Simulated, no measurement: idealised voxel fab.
Module name: voxel air gaps (process module)
Pictured: cross-section cut, 285 nm wide, on a grid of 5 nm square cells.
When this document writes out a cross-section, it uses a grid of square cells and lists it as bands, beginning at the top and moving down, with a band standing for one or more rows of cells.
This entry defines a band. It first specifies the height of the band's top and the height of its bottom in nm, and then specifies the band's materials from left to right, stating each material with its width in nm. The word "throughout" identifies a single material that fills the band from edge to edge, while the word "air" identifies empty space.
Beneath 0, the wafer as received is one material, and that level is where height counting begins. The lowest band goes on downward without a bottom; it is written like "top 0, no bottom".
A two-number width, for instance "30 to 40", indicates that the width is equal to the first number in the top row of the band and to the second number in the bottom row, and that it changes by a constant amount per row of cells.
Take "no modification" at face value: in the step it is given for, the cross-section changed in none of its cells.
Empty spaces counting at least 8 cells and having no open way to the top are listed in "Closed-off voids". The notation width x height at distance is used for each, the distance being from the left edge and all three values in nm.
after a step's settings: what the simulator itself notes on the step
Among the settings permitted on a step's line is "overlay nm"; applied to a step with a mask, it specifies the extent to which the mask lay to the right of its planned position, whereas a negative figure signifies a position to the left.

-- Planned step list for the process
1 RECEIVE,material Si
2 CONFORMAL_DEP,material SiO2,thk nm 10
3 CONFORMAL_DEP,material SiN,thk nm 5
4 DIRECTIONAL_DEP,material SiO2,thk nm 30
5 DIRECTIONAL_DEP,material aC,thk nm 15
6 PATTERN,tone open,mask id LINES,material resist,width nm 25,pitch nm 50,thk nm 30,overlay nm 0
7 DIRECTIONAL_ETCH,etch materials aC,depth nm 15
8 STRIP,etch materials resist
9 DIRECTIONAL_ETCH,etch materials SiO2,depth nm 30
10 STRIP,etch materials aC
11 CONFORMAL_DEP,material TiN,thk nm 5
12 FILL_DEP,material Cu,thk nm 5
13 CMP,height nm 45
14 EPI,material Ru,thk nm 10
15 SELECTIVE_ETCH,etch materials SiO2,depth nm 40
16 CONFORMAL_DEP,material SiN,thk nm 5

-- Cross-section: wafer on arrival = after step 1
* top 0, no bottom = Si throughout
* Closed-off voids: none

-- The plan above was carried out on the starting structure above with one mistake, and this cross-section shows the wafer at the end of the module
* top 60, bottom 55 = 40 of air; 205 of aC; 40 of air
* top 55, bottom 45 = 40 of air; 5 of aC; 45 of Ru; 5 of aC; 45 of Ru; 5 of aC; 45 of Ru; 5 of aC; 45 of Ru; 5 of aC; 40 of air
* top 45, bottom 40 = 40 of air; 15 of aC; 5 of TiN; 15 of Cu; 5 of TiN; 25 of aC; 5 of TiN; 15 of Cu; 5 of TiN; 25 of aC; 5 of TiN; 15 of Cu; 5 of TiN; 25 of aC; 5 of TiN; 15 of Cu; 5 of TiN; 15 of aC; 40 of air
* top 40, bottom 20 = 50 of air; 5 of aC; 5 of TiN; 15 of Cu; 5 of TiN; 5 of aC; 15 of air; 5 of aC; 5 of TiN; 15 of Cu; 5 of TiN; 5 of aC; 15 of air; 5 of aC; 5 of TiN; 15 of Cu; 5 of TiN; 5 of aC; 15 of air; 5 of aC; 5 of TiN; 15 of Cu; 5 of TiN; 5 of aC; 50 of air
* top 20, bottom 15 = 55 of aC; 25 of TiN; 25 of aC; 25 of TiN; 25 of aC; 25 of TiN; 25 of aC; 25 of TiN; 55 of aC
* top 15, bottom 10 = SiN throughout
* top 10, bottom 0 = SiO2 throughout
* top 0, no bottom = Si throughout
* Closed-off voids: 15 x 20 at 85; 15 x 20 at 135; 15 x 20 at 185
Deviation from plan: step 16 did not happen as planned, as run it was CONFORMAL_DEP,material aC,thk nm 5
